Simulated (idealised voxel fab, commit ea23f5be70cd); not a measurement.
Process module name: voxel transistor to metal
Square cell edge 5 nm, section width 200 nm, ID cut.
Cross-section, as written here: a square-cell grid given band by band from the top down, where a band holds one or more rows of cells. A band entry consists of two parts. The first gives the height of the band's top and the height of its bottom, in nm. The rest lists the band's materials from left to right, each with its width in nm. A single material labelled with the word "edge to edge" fills the band from edge to edge, and the word "blank" marks empty space. We count height from 0. Below that, the starting wafer is all one material. The lowest band never ends at the bottom but goes on down; see "0 nm and below" for how that is written. Width: "30..40" (first number = top row, second number = bottom row, same change from row to row of cells). For the purposes of this document, the phrase "nothing was modified" attached to a step denotes that no cell within the cross-section was modified by that step. For the entry "Sealed void inventory", the listed items are empty spaces with no open way to the top whose size is 8 cells or more; each item follows the pattern width x height at distance, where distance is from the left edge and all three are in nm. The remark found on a step's line after its settings is issued by the simulator itself and pertains to that step. "overlay nm", when on a step's line for a step with a mask, measures how far to the right of its planned place the mask lay; a negative measure means to the left.

# Planned step list for the process
step 1: RECEIVE (material Si)
step 2: CONFORMAL_DEP (material SiO2; thk nm 5)
step 3: CONFORMAL_DEP (material SiN; thk nm 15)
step 4: PATTERN (tone cover; mask id ACTIVE; material resist; width nm 105; thk nm 15; overlay nm 0)
step 5: DIRECTIONAL_ETCH (etch materials SiN; depth nm 15)
step 6: DIRECTIONAL_ETCH (etch materials SiO2; depth nm 5)
step 7: DIRECTIONAL_ETCH (etch materials Si; depth nm 35)
step 8: STRIP (etch materials resist)
step 9: OXIDIZE (depth nm 5)
step 10: FILL_DEP (material SiO2; thk nm 5)
step 11: CMP (height nm 20)
step 12: SELECTIVE_ETCH (etch materials SiO2; depth nm 15)
step 13: STRIP (etch materials SiN)
step 14: SELECTIVE_ETCH (etch materials SiO2; depth nm 5)
step 15: OXIDIZE (depth nm 5)
step 16: DIRECTIONAL_DEP (material polySi; thk nm 30)
step 17: DIRECTIONAL_DEP (material SiCN; thk nm 15)
step 18: DIRECTIONAL_DEP (material aC; thk nm 15)
step 19: PATTERN (tone cover; mask id GATE; material resist; width nm 15; thk nm 30; overlay nm 0)
step 20: DIRECTIONAL_ETCH (etch materials aC; depth nm 15)
step 21: STRIP (etch materials resist)
step 22: DIRECTIONAL_ETCH (etch materials SiCN; depth nm 25)
step 23: DIRECTIONAL_ETCH (etch materials polySi; depth nm 40)
step 24: STRIP (etch materials aC)
step 25: CONFORMAL_DEP (material SiN; thk nm 10)
step 26: DIRECTIONAL_ETCH (etch materials SiN; depth nm 10)
step 27: DIRECTIONAL_ETCH (etch materials SiO2; depth nm 5)
step 28: DIRECTIONAL_ETCH (etch materials Si; depth nm 10)
step 29: EPI (material pSi; thk nm 15)
step 30: FILL_DEP (material SiO2; thk nm 5)
step 31: CMP (height nm 45)
step 32: DIRECTIONAL_DEP (material SiO2; thk nm 10)
step 33: MASKED_ETCH (tone open; mask id CONTACT; width nm 20; pitch nm 75; etch materials SiO2; depth nm 55; overlay nm 0)
step 34: CONFORMAL_DEP (material TiN; thk nm 5)
step 35: FILL_DEP (material Ru; thk nm 10)
step 36: CMP (height nm 55)
step 37: CONFORMAL_DEP (material SiCN; thk nm 5)
step 38: DIRECTIONAL_DEP (material SiO2; thk nm 20)
step 39: MASKED_ETCH (tone open; mask id METAL_1; width nm 20; pitch nm 75; etch materials SiO2; depth nm 20; overlay nm 0)
step 40: MASKED_ETCH (tone open; mask id METAL_1; width nm 20; pitch nm 75; etch materials SiCN; depth nm 5; overlay nm 0)
step 41: CONFORMAL_DEP (material TiN; thk nm 5)
step 42: FILL_DEP (material Cu; thk nm 5)
step 43: CMP (height nm 80)
step 44: CONFORMAL_DEP (material SiCN; thk nm 5)
step 45: DIRECTIONAL_DEP (material lowk; thk nm 35)
step 46: PATTERN (tone open; mask id METAL_2; material resist; width nm 20; pitch nm 75; thk nm 15; overlay nm 0)
step 47: DIRECTIONAL_ETCH (etch materials lowk; depth nm 20)
step 48: STRIP (etch materials resist)
step 49: MASKED_ETCH (tone open; mask id METAL_2_HOLES; width nm 15; pitch nm 75; etch materials lowk; depth nm 15; overlay nm 0)
step 50: MASKED_ETCH (tone open; mask id METAL_2_HOLES; width nm 15; pitch nm 75; etch materials SiCN; depth nm 5; overlay nm 0)
step 51: CONFORMAL_DEP (material TiN; thk nm 5)
step 52: FILL_DEP (material Ru; thk nm 5)
step 53: CMP (height nm 120)
step 54: CONFORMAL_DEP (material SiN; thk nm 5)

# Cross-sectional view of the wafer in its as-received condition, corresponding to the state after step 1
  0 nm and below | Si edge to edge
  Sealed void inventory: none

# The first of two wafers, cross-sectioned at the end of the module, with the run proceeding as planned
  125 nm to 120 nm | SiN edge to edge
  120 nm to 105 nm | lowk: 50 | TiN: 5 | Ru: 10 | TiN: 5 | lowk: 55 | TiN: 5 | Ru: 10 | TiN: 5 | lowk: 55
  105 nm to 100 nm | lowk: 50 | TiN: 5 | Ru: 5 | TiN: 10 | lowk: 55 | TiN: 5 | Ru: 5 | TiN: 10 | lowk: 55
  100 nm to 85 nm | lowk: 50 | TiN: 5 | Ru: 5 | TiN: 5 | lowk: 60 | TiN: 5 | Ru: 5 | TiN: 5 | lowk: 60
  85 nm to 80 nm | SiCN: 50 | TiN: 15 | SiCN: 60 | TiN: 15 | SiCN: 60
  80 nm to 60 nm | SiO2: 50 | TiN: 5 | Cu: 10 | TiN: 5 | SiO2: 55 | TiN: 5 | Cu: 10 | TiN: 5 | SiO2: 55
  60 nm to 55 nm | SiCN: 50 | TiN: 20 | SiCN: 55 | TiN: 20 | SiCN: 55
  55 nm to 45 nm | SiO2: 50 | TiN: 5 | Ru: 10 | TiN: 5 | SiO2: 55 | TiN: 5 | Ru: 10 | TiN: 5 | SiO2: 55
  45 nm to 30 nm | SiO2: 50 | TiN: 5 | Ru: 10 | TiN: 5 | SiO2: 10 | SiN: 10 | SiCN: 15 | SiN: 10 | SiO2: 10 | TiN: 5 | Ru: 10 | TiN: 5 | SiO2: 55
  30 nm to 15 nm | SiO2: 50 | TiN: 5 | Ru: 10 | TiN: 5 | SiO2: 10 | SiN: 10 | polySi: 15 | SiN: 10 | SiO2: 10 | TiN: 5 | Ru: 10 | TiN: 5 | SiO2: 55
  15 nm to 10 nm | SiO2: 50 | TiN: 5 | Ru: 5 | TiN: 10 | SiO2: 10 | SiN: 10 | polySi: 15 | SiN: 10 | SiO2: 10 | TiN: 10 | Ru: 5 | TiN: 5 | SiO2: 55
  10 nm to 5 nm | SiO2: 50 | TiN: 5 | Ru: 5 | TiN: 5 | pSi: 15 | SiN: 10 | polySi: 15 | SiN: 10 | pSi: 15 | TiN: 5 | Ru: 5 | TiN: 5 | SiO2: 55
  5 nm to 0 nm | SiO2: 50 | TiN: 15 | pSi: 15 | SiN: 10 | polySi: 15 | SiN: 10 | pSi: 15 | TiN: 15 | SiO2: 55
  0 nm to -5 nm | SiO2: 45 | pSi: 35 | SiO2: 35 | pSi: 35 | SiO2: 50
  -5 nm to -15 nm | SiO2: 50 | pSi: 30 | Si: 35 | pSi: 30 | SiO2: 55
  -15 nm to -40 nm | SiO2: 50 | Si: 95 | SiO2: 55
  -40 nm and below | Si edge to edge
  Sealed void inventory: none

# Same start, same plan as the first wafer - but one mistake in the run. Cross-section of the second of the two at the end of the module
  125 nm to 120 nm | SiN edge to edge
  120 nm to 105 nm | lowk: 50 | TiN: 5 | Ru: 10 | TiN: 5 | lowk: 55 | TiN: 5 | Ru: 10 | TiN: 5 | lowk: 55
  105 nm to 100 nm | lowk: 50 | TiN: 5 | Ru: 5 | TiN: 10 | lowk: 55 | TiN: 5 | Ru: 5 | TiN: 10 | lowk: 55
  100 nm to 85 nm | lowk: 50 | TiN: 5 | Ru: 5 | TiN: 5 | lowk: 60 | TiN: 5 | Ru: 5 | TiN: 5 | lowk: 60
  85 nm to 80 nm | SiCN: 50 | TiN: 15 | SiCN: 60 | TiN: 15 | SiCN: 60
  80 nm to 60 nm | SiO2: 50 | TiN: 5 | Cu: 10 | TiN: 5 | SiO2: 55 | TiN: 5 | Cu: 10 | TiN: 5 | SiO2: 55
  60 nm to 55 nm | SiCN: 50 | TiN: 20 | SiCN: 55 | TiN: 20 | SiCN: 55
  55 nm to 45 nm | SiO2: 50 | TiN: 5 | Ru: 10 | TiN: 5 | SiO2: 55 | TiN: 5 | Ru: 10 | TiN: 5 | SiO2: 55
  45 nm to 40 nm | SiO2: 50 | TiN: 5 | Ru: 10 | TiN: 5 | SiO2: 10 | SiN: 10 | SiCN: 15 | SiN: 10 | SiO2: 10 | TiN: 5 | Ru: 10 | TiN: 5 | SiO2: 55
  40 nm to 35 nm | SiO2: 50 | TiN: 20 | SiO2: 10 | SiN: 10 | SiCN: 15 | SiN: 10 | SiO2: 10 | TiN: 20 | SiO2: 55
  35 nm to 30 nm | SiCN edge to edge
  30 nm to 0 nm | polySi edge to edge
  0 nm to -5 nm | SiO2 edge to edge
  -5 nm to -40 nm | SiO2: 50 | Si: 95 | SiO2: 55
  -40 nm and below | Si edge to edge
  Sealed void inventory: none
Processing error: step 17 of the plan was executed twice over
At the finish, the second wafer shows more or fewer cells for some materials than the first does: Ru: 24 fewer | Si: 24 more | SiCN: 37 more | SiN: 28 fewer | SiO2: 153 fewer | TiN: 28 fewer | pSi: 50 fewer | polySi: 222 more
